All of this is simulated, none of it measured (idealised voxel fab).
A process module follows: voxel gate over fins.
We display cut, a cross-section 175 nm in width whose square cells are each 5 nm.
Throughout this document, each cross-section is represented as a grid of square cells and is presented as a sequence of bands enumerated from the top downward, where a band comprises one or more rows of cells. The band entry comprises the height of the band's top followed by the height of its bottom, expressed in nm, and subsequently the band's materials from left to right, each stated together with its width in nm. Where a single material is marked with the word "everywhere", that material fills the band from edge to edge. The word "blank" represents empty space. Height 0 is the level under which the wafer as received is all one material. The lowest band goes on downwards, as in "0 nm and below". The width entry "30 to 40" should be interpreted row by row: the top row of cells in the band takes the first number, the bottom row takes the second number, and the change between adjacent rows is uniform throughout. It should be understood that the words "identical to before", when stated for a given step, signify that the cross-section underwent no change in any of its cells during that step. What "Unvented cavities" gives you is every empty space of 8 cells or more that is cut off from the top. Each appears as width x height at distance, with the distance taken from the left edge and width, height and distance all in nm. Where a step's line continues beyond its settings, the continuation is a remark by the simulator itself on that step. The "overlay nm" setting may appear on a step's line; for a step that uses a mask, it gives how far to the right of its planned position the mask lay, and a negative value indicates the left.

Listed below are the process steps as planned
1,RECEIVE | material Si
2,CONFORMAL_DEP | material SiN | thk nm 10
3,MASKED_ETCH | tone cover | mask id FINS | width nm 15 | pitch nm 35 | etch materials SiN | depth nm 10 | overlay nm 0
4,MASKED_ETCH | tone cover | mask id FINS | width nm 15 | pitch nm 35 | etch materials Si | depth nm 40 | overlay nm 0
5,FILL_DEP | material SiO2 | thk nm 10
6,CMP | height nm 10
7,SELECTIVE_ETCH | etch materials SiO2 | depth nm 20
8,STRIP | etch materials SiN
9,CONFORMAL_DEP | material HfO2 | thk nm 5
10,CONFORMAL_DEP | material TiN | thk nm 5
11,CONFORMAL_DEP | material TiAl | thk nm 5
12,CONFORMAL_DEP | material TiN | thk nm 5
13,FILL_DEP | material W | thk nm 10
14,CMP | height nm 25
15,CONFORMAL_DEP | material SiN | thk nm 10

Concerning the first of two wafers, which was run in accordance with the plan

Delivered wafer in cross-section: state after step 1
0 nm and below = Si everywhere
Unvented cavities: none

Cross-section: wafer state after step 2
10 nm to 0 nm = SiN everywhere
Beneath the level 0, the cross-section is identical to its previous state.

Cross-section: wafer state after step 3
10 nm to 0 nm = 60 blank, then 15 SiN, then 20 blank, then 15 SiN, then 65 blank
Beneath the level 0, the cross-section is identical to its previous state.

Cross-section: wafer state after step 4
10 nm to 0 nm = 60 blank, then 15 SiN, then 20 blank, then 15 SiN, then 65 blank
0 nm to -40 nm = 60 blank, then 15 Si, then 20 blank, then 15 Si, then 65 blank
Beneath the level -40, the cross-section is identical to its previous state.

Cross-section: wafer state after step 5
20 nm to 10 nm = SiO2 everywhere
10 nm to 0 nm = 60 SiO2, then 15 SiN, then 20 SiO2, then 15 SiN, then 65 SiO2
0 nm to -40 nm = 60 SiO2, then 15 Si, then 20 SiO2, then 15 Si, then 65 SiO2
Beneath the level -40, the cross-section is identical to its previous state.

Cross-section: wafer state after step 6
10 nm to 0 nm = 60 SiO2, then 15 SiN, then 20 SiO2, then 15 SiN, then 65 SiO2
Beneath the level 0, the cross-section is identical to its previous state.

Cross-section: wafer state after step 7
10 nm to 0 nm = 60 blank, then 15 SiN, then 20 blank, then 15 SiN, then 65 blank
0 nm to -10 nm = 60 blank, then 15 Si, then 20 blank, then 15 Si, then 65 blank
Beneath the level -10, the cross-section is identical to its previous state.

Cross-section: wafer state after step 8
0 nm to -10 nm = 60 blank, then 15 Si, then 20 blank, then 15 Si, then 65 blank
Beneath the level -10, the cross-section is identical to its previous state.

Cross-section: wafer state after step 9
5 nm to 0 nm = 55 blank, then 25 HfO2, then 10 blank, then 25 HfO2, then 60 blank
0 nm to -5 nm = 55 blank, then 5 HfO2, then 15 Si, then 5 HfO2, then 10 blank, then 5 HfO2, then 15 Si, then 5 HfO2, then 60 blank
-5 nm to -10 nm = 60 HfO2, then 15 Si, then 20 HfO2, then 15 Si, then 65 HfO2
Beneath the level -10, the cross-section is identical to its previous state.

Cross-section: wafer state after step 10
10 nm to 5 nm = 50 blank, then 70 TiN, then 55 blank
5 nm to 0 nm = 50 blank, then 5 TiN, then 25 HfO2, then 10 TiN, then 25 HfO2, then 5 TiN, then 55 blank
0 nm to -5 nm = 55 TiN, then 5 HfO2, then 15 Si, then 5 HfO2, then 10 TiN, then 5 HfO2, then 15 Si, then 5 HfO2, then 60 TiN
Beneath the level -5, the cross-section is identical to its previous state.

Cross-section: wafer state after step 11
15 nm to 10 nm = 45 blank, then 80 TiAl, then 50 blank
10 nm to 5 nm = 45 blank, then 5 TiAl, then 70 TiN, then 5 TiAl, then 50 blank
5 nm to 0 nm = 50 TiAl, then 5 TiN, then 25 HfO2, then 10 TiN, then 25 HfO2, then 5 TiN, then 55 TiAl
Beneath the level 0, the cross-section is identical to its previous state.

Cross-section: wafer state after step 12
20 nm to 15 nm = 40 blank, then 90 TiN, then 45 blank
15 nm to 10 nm = 40 blank, then 5 TiN, then 80 TiAl, then 5 TiN, then 45 blank
10 nm to 5 nm = 45 TiN, then 5 TiAl, then 70 TiN, then 5 TiAl, then 50 TiN
Beneath the level 5, the cross-section is identical to its previous state.

Cross-section: wafer state after step 13
30 nm to 20 nm = W everywhere
20 nm to 15 nm = 40 W, then 90 TiN, then 45 W
15 nm to 10 nm = 40 W, then 5 TiN, then 80 TiAl, then 5 TiN, then 45 W
Beneath the level 10, the cross-section is identical to its previous state.

Cross-section: wafer state after step 14
25 nm to 20 nm = W everywhere
Beneath the level 20, the cross-section is identical to its previous state.

Cross-section: wafer state after step 15
35 nm to 25 nm = SiN everywhere
Beneath the level 25, the cross-section is identical to its previous state.

Second of two: same start, same plan, one run error; steps up to and including 10 match the first

Cross-sectional representation of the second wafer at the time designated in the plan for the completion of step 11
15 nm to 5 nm = 45 blank, then 80 TiN, then 50 blank
5 nm to 0 nm = 55 TiN, then 25 HfO2, then 10 TiN, then 25 HfO2, then 60 TiN
Beneath the level 0, the cross-section is identical to its previous state.

Cross-sectional representation of the second wafer at the time designated in the plan for the completion of step 12
20 nm to 15 nm = 40 blank, then 90 TiAl, then 45 blank
15 nm to 10 nm = 40 blank, then 5 TiAl, then 80 TiN, then 5 TiAl, then 45 blank
10 nm to 5 nm = 45 TiAl, then 80 TiN, then 50 TiAl
Beneath the level 5, the cross-section is identical to its previous state.

Cross-sectional representation of the second wafer at the time designated in the plan for the completion of step 13
30 nm to 20 nm = W everywhere
20 nm to 15 nm = 40 W, then 90 TiAl, then 45 W
15 nm to 10 nm = 40 W, then 5 TiAl, then 80 TiN, then 5 TiAl, then 45 W
Beneath the level 10, the cross-section is identical to its previous state.

Cross-sectional representation of the second wafer at the time designated in the plan for the completion of step 14
25 nm to 20 nm = W everywhere
Beneath the level 20, the cross-section is identical to its previous state.

Cross-sectional representation of the second wafer at the time designated in the plan for the completion of step 15
35 nm to 25 nm = SiN everywhere
Beneath the level 25, the cross-section is identical to its previous state.
Error vs. plan: deviation from plan: step 12 and step 11 executed in one another's positions
Cell counts per material: same on both final wafers. Positions: different.
